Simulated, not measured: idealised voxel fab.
Process module heading - voxel gate over fins
In the cross-section labelled cut, the width is 155 nm and each square cell is 5 nm.
A cross-section is a grid of square cells, given in bands from the top down. A band is one or more rows of cells.
First you get the band's top height and its bottom height, in nm, and then the materials it's made of, left to right, with each width in nm. If you see a single material with "all across", that one covers the band edge to edge. "blank" is empty space.
For the purposes of this specification, 0 denotes the height below which the wafer in its as-received condition is composed wholly of one material, and the lowermost band, lacking a lower limit, extends downward without end, as expressed in "0 and below".
Per-row width for "30->40": begins at first number (top row of band), ends at second number (bottom row), increment between rows held constant.
"nothing changed" after a step means that no cell of the cross-section changed.
Heads up: "Enclosed internal cavities" only lists the empty pockets with no open path to the top that are 8 cells or more, and it writes them as width x height at distance, distance from the left edge, in nm.
Formally, on a step line, whatever follows the settings is a remark that the simulator itself makes on the step.
overlay nm: right-of-plan distance of the mask on a masked step; negative values mean left-of-plan.

## Steps planned for the process
step 1: op RECEIVE | material Si
step 2: op CONFORMAL_DEP | material SiN | thk nm 5
step 3: op PATTERN | tone cover | mask id FINS | material resist | width nm 15 | pitch nm 35 | thk nm 15 | overlay nm 0
step 4: op DIRECTIONAL_ETCH | etch materials SiN | depth nm 5
step 5: op DIRECTIONAL_ETCH | etch materials Si | depth nm 30
step 6: op STRIP | etch materials resist
step 7: op OXIDIZE | depth nm 5
step 8: op FILL_DEP | material SiO2 | thk nm 15
step 9: op CMP | height nm 5
step 10: op SELECTIVE_ETCH | etch materials SiO2 | depth nm 15
step 11: op STRIP | etch materials SiN
step 12: op CONFORMAL_DEP | material HfO2 | thk nm 5
step 13: op CONFORMAL_DEP | material TiN | thk nm 5
step 14: op FILL_DEP | material W | thk nm 10
step 15: op CMP | height nm 15
step 16: op CONFORMAL_DEP | material SiCN | thk nm 10

## Here's what the wafer looked like in cross-section when it arrived - that's after step 1
0 and below = Si all across
Enclosed internal cavities: none

## First of two wafers at the end of the module, shown in cross-section; run carried out as planned
25 down to 15 = SiCN all across
15 down to 10 = W all across
10 down to 5 = 45 W / 25 TiN / 10 W / 25 TiN / 50 W
5 down to 0 = 45 W / 5 TiN / 15 HfO2 / 5 TiN / 10 W / 5 TiN / 15 HfO2 / 5 TiN / 50 W
0 down to -5 = 50 TiN / 5 HfO2 / 5 Si / 5 HfO2 / 20 TiN / 5 HfO2 / 5 Si / 5 HfO2 / 55 TiN
-5 down to -10 = 55 HfO2 / 5 Si / 30 HfO2 / 5 Si / 60 HfO2
-10 down to -35 = 55 SiO2 / 5 Si / 30 SiO2 / 5 Si / 60 SiO2
-35 and below = Si all across
Enclosed internal cavities: none

## Here's the second of our two wafers sectioned at module end. Same start as the first, same plan, but one mistake got made running it
25 down to 15 = SiCN all across
15 down to 10 = W all across
10 down to 5 = 45 W / 30 TiN / 5 W / 30 TiN / 45 W
5 down to 0 = 45 W / 5 TiN / 20 HfO2 / 5 TiN / 5 W / 5 TiN / 20 HfO2 / 5 TiN / 45 W
0 down to -5 = 50 TiN / 5 HfO2 / 10 Si / 5 HfO2 / 15 TiN / 5 HfO2 / 10 Si / 5 HfO2 / 50 TiN
-5 down to -10 = 55 HfO2 / 10 Si / 25 HfO2 / 10 Si / 55 HfO2
-10 down to -35 = 55 SiO2 / 10 Si / 25 SiO2 / 10 Si / 55 SiO2
-35 and below = Si all across
Enclosed internal cavities: none
It is concluded that the wafer was processed incorrectly with respect to the plan, in that step 3 went in with a setting other than planned; the actual run was op PATTERN | tone cover | mask id FINS | material resist | width nm 20 | pitch nm 35 | thk nm 15 | overlay nm 0
FYI, end of process, the second wafer has more or fewer cells of some materials than the first: Si +14; SiO2 -10; W -4
